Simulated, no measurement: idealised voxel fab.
process module | voxel plated lines
cross-section cut | 210 nm wide | cells 5 nm
A cross-section is a grid of square cells, given in bands from the top down. A band is one or more rows of cells.
Each band's line starts with the height of the band's top and of its bottom, in nm. Then come its materials from left to right, each with its width in nm. One material with "throughout" fills the band from edge to edge. "air" is empty space.
Height 0 is the level under which the wafer as received is all one material. The lowest band goes on downwards, as in "0 down".
A width such as "30 to 40" changes by the same amount from each row of cells to the next, from the band's top row to its bottom row.
"no change" after a step means that no cell of the cross-section changed.
closed voids: empty space of 8 cells or more with no open way to the top, each as width x height at its distance from the left edge, in nm
after a step's settings: what the simulator itself notes on the step
overlay nm, on a step with a mask: how far to the right of its planned place the mask lay; to the left if negative
plan
1 op RECEIVE | material Si
2 op CONFORMAL_DEP | material SiN | thk nm 10
3 op DIRECTIONAL_DEP | material TiN | thk nm 5
4 op PATTERN | tone open | mask id LINES | material resist | width nm 20 | pitch nm 45 | thk nm 30 | overlay nm 0
5 op EPI | material Ru | thk nm 10
6 op EPI | material Ru | thk nm 10
7 op STRIP | etch materials resist
8 op DIRECTIONAL_ETCH | etch materials TiN | depth nm 5
9 op CONFORMAL_DEP | material SiCN | thk nm 5
first wafer, as planned
as received, after step 1
  0 down: Si throughout
  closed voids: none
after step 2
  10 to 0: SiN throughout
  below 0: unchanged
after step 3
  15 to 10: TiN throughout
  below 10: unchanged
after step 4
  45 to 15: resist 25 | air 20 | resist 25 | air 20 | resist 25 | air 20 | resist 25 | air 20 | resist 30
  below 15: unchanged
after step 5
  45 to 25: resist 25 | air 20 | resist 25 | air 20 | resist 25 | air 20 | resist 25 | air 20 | resist 30
  25 to 15: resist 25 | Ru 20 | resist 25 | Ru 20 | resist 25 | Ru 20 | resist 25 | Ru 20 | resist 30
  below 15: unchanged
after step 6
  45 to 35: resist 25 | air 20 | resist 25 | air 20 | resist 25 | air 20 | resist 25 | air 20 | resist 30
  35 to 15: resist 25 | Ru 20 | resist 25 | Ru 20 | resist 25 | Ru 20 | resist 25 | Ru 20 | resist 30
  below 15: unchanged
after step 7
  35 to 15: air 25 | Ru 20 | air 25 | Ru 20 | air 25 | Ru 20 | air 25 | Ru 20 | air 30
  below 15: unchanged
after step 8
  35 to 15: air 25 | Ru 20 | air 25 | Ru 20 | air 25 | Ru 20 | air 25 | Ru 20 | air 30
  15 to 10: air 25 | TiN 20 | air 25 | TiN 20 | air 25 | TiN 20 | air 25 | TiN 20 | air 30
  below 10: unchanged
after step 9
  40 to 35: air 20 | SiCN 30 | air 15 | SiCN 30 | air 15 | SiCN 30 | air 15 | SiCN 30 | air 25
  35 to 15: air 20 | SiCN 5 | Ru 20 | SiCN 5 | air 15 | SiCN 5 | Ru 20 | SiCN 5 | air 15 | SiCN 5 | Ru 20 | SiCN 5 | air 15 | SiCN 5 | Ru 20 | SiCN 5 | air 25
  15 to 10: SiCN 25 | TiN 20 | SiCN 25 | TiN 20 | SiCN 25 | TiN 20 | SiCN 25 | TiN 20 | SiCN 30
  below 10: unchanged
second wafer: like start, like plan, one mistake. Through step 2 it matches the first wafer
when step 3 should have ended
  25 to 10: TiN throughout
  below 10: unchanged
when step 4 should have ended
  55 to 25: resist 25 | air 20 | resist 25 | air 20 | resist 25 | air 20 | resist 25 | air 20 | resist 30
  below 25: unchanged
when step 5 should have ended
  55 to 35: resist 25 | air 20 | resist 25 | air 20 | resist 25 | air 20 | resist 25 | air 20 | resist 30
  35 to 25: resist 25 | Ru 20 | resist 25 | Ru 20 | resist 25 | Ru 20 | resist 25 | Ru 20 | resist 30
  below 25: unchanged
when step 6 should have ended
  55 to 45: resist 25 | air 20 | resist 25 | air 20 | resist 25 | air 20 | resist 25 | air 20 | resist 30
  45 to 25: resist 25 | Ru 20 | resist 25 | Ru 20 | resist 25 | Ru 20 | resist 25 | Ru 20 | resist 30
  below 25: unchanged
when step 7 should have ended
  45 to 25: air 25 | Ru 20 | air 25 | Ru 20 | air 25 | Ru 20 | air 25 | Ru 20 | air 30
  below 25: unchanged
when step 8 should have ended
  45 to 25: air 25 | Ru 20 | air 25 | Ru 20 | air 25 | Ru 20 | air 25 | Ru 20 | air 30
  25 to 20: air 25 | TiN 20 | air 25 | TiN 20 | air 25 | TiN 20 | air 25 | TiN 20 | air 30
  below 20: unchanged
when step 9 should have ended
  50 to 45: air 20 | SiCN 30 | air 15 | SiCN 30 | air 15 | SiCN 30 | air 15 | SiCN 30 | air 25
  45 to 25: air 20 | SiCN 5 | Ru 20 | SiCN 5 | air 15 | SiCN 5 | Ru 20 | SiCN 5 | air 15 | SiCN 5 | Ru 20 | SiCN 5 | air 15 | SiCN 5 | Ru 20 | SiCN 5 | air 25
  25 to 20: SiCN 25 | TiN 20 | SiCN 25 | TiN 20 | SiCN 25 | TiN 20 | SiCN 25 | TiN 20 | SiCN 30
  below 20: unchanged
what went wrong: step 3 ran as: op DIRECTIONAL_DEP | material TiN | thk nm 15
at the end the second wafer has, in cells: 84 more of TiN
